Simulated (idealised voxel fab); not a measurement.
Documented hereafter: the process module known as voxel released beams.
Square cells of 5 nm make up the cross-section cut, whose width is 260 nm.
In this document a cross-section is written as a grid of square cells. It is given as a series of bands, listed from the top down, and a band is one or more rows of cells.
In this notation a band is specified by the heights of its top and bottom, in that order and in nm, after which its materials appear from left to right, each paired with its width in nm. The word "edge to edge" attached to a single material means that material fills the band from edge to edge; the word "blank" stands for empty space.
For the purposes of this specification, 0 denotes the height below which the wafer in its as-received condition is composed wholly of one material, and the lowermost band, lacking a lower limit, extends downward without end, as expressed in "0..down".
Think of "30..40" as a width that walks from the first number to the second as you go down the band, top row to bottom row, taking equal-sized steps from row to row.
For the purposes of this document, the phrase "no change occurred" attached to a step denotes that no cell within the cross-section was modified by that step.
"Voids, enclosed" means: voids of 8 cells or more that are shut off from the top with no open way through. Written width x height at distance, distance from the left edge, in nm.
Anything after a step's settings on that line? It's the simulator's own note about the step.
A step's line can hold "overlay nm"; with a mask on that step, the setting says how far right of the planned place the mask lay, while a negative setting says it lay to the left.
Here's what the planned process steps look like:
1 RECEIVE,material Si
2 CONFORMAL_DEP,material SiN,thk nm 5
3 DIRECTIONAL_DEP,material SiO2,thk nm 20
4 PATTERN,tone open,mask id ANCHOR,material resist,width nm 45,thk nm 15,overlay nm 0
5 DIRECTIONAL_ETCH,etch materials SiO2,depth nm 20
6 STRIP,etch materials resist
7 CONFORMAL_DEP,material polySi,thk nm 15
8 DIRECTIONAL_DEP,material aC,thk nm 10
9 PATTERN,tone cover,mask id BEAM,material resist,width nm 95,thk nm 25,overlay nm 0
10 DIRECTIONAL_ETCH,etch materials aC,depth nm 10
11 STRIP,etch materials resist
12 DIRECTIONAL_ETCH,etch materials polySi,depth nm 15
13 STRIP,etch materials aC
14 STRIP,etch materials SiO2
Don't read the plan's thk nm for step 2 as applying to every wafer: that's the first wafer's value, and the wafers differ in it, though they all start identical.
Step 1 complete: as-received cross-section of the first of several wafers:
> 0..down: Si edge to edge
> Voids, enclosed: none
End-of-module cross-section, first of several wafers, after last step 14:
> 40..25: 80 nm blank | 20 nm polySi | 15 nm blank | 60 nm polySi | 85 nm blank
> 25..20: 85 nm blank | 15 nm polySi | 15 nm blank | 15 nm polySi | 130 nm blank
> 20..5: 85 nm blank | 45 nm polySi | 130 nm blank
> 5..0: SiN edge to edge
> 0..down: Si edge to edge
> Voids, enclosed: none
Here's the last wafer cross-sectioned at the end of the module:
> 60..45: 80 nm blank | 20 nm polySi | 15 nm blank | 60 nm polySi | 85 nm blank
> 45..40: 85 nm blank | 15 nm polySi | 15 nm blank | 15 nm polySi | 130 nm blank
> 40..25: 85 nm blank | 45 nm polySi | 130 nm blank
> 25..0: SiN edge to edge
> 0..down: Si edge to edge
> Voids, enclosed: none
Row per wafer, end-of-module: cell gain (+)/loss (-) by material since the wafer came in, then closed voids:
thk nm 5 | +52 SiN | +81 polySi | Voids, enclosed: none
thk nm 10 | +104 SiN | +81 polySi | Voids, enclosed: none
thk nm 15 | +156 SiN | +81 polySi | Voids, enclosed: none
thk nm 20 | +208 SiN | +81 polySi | Voids, enclosed: none
thk nm 25 | +260 SiN | +81 polySi | Voids, enclosed: none
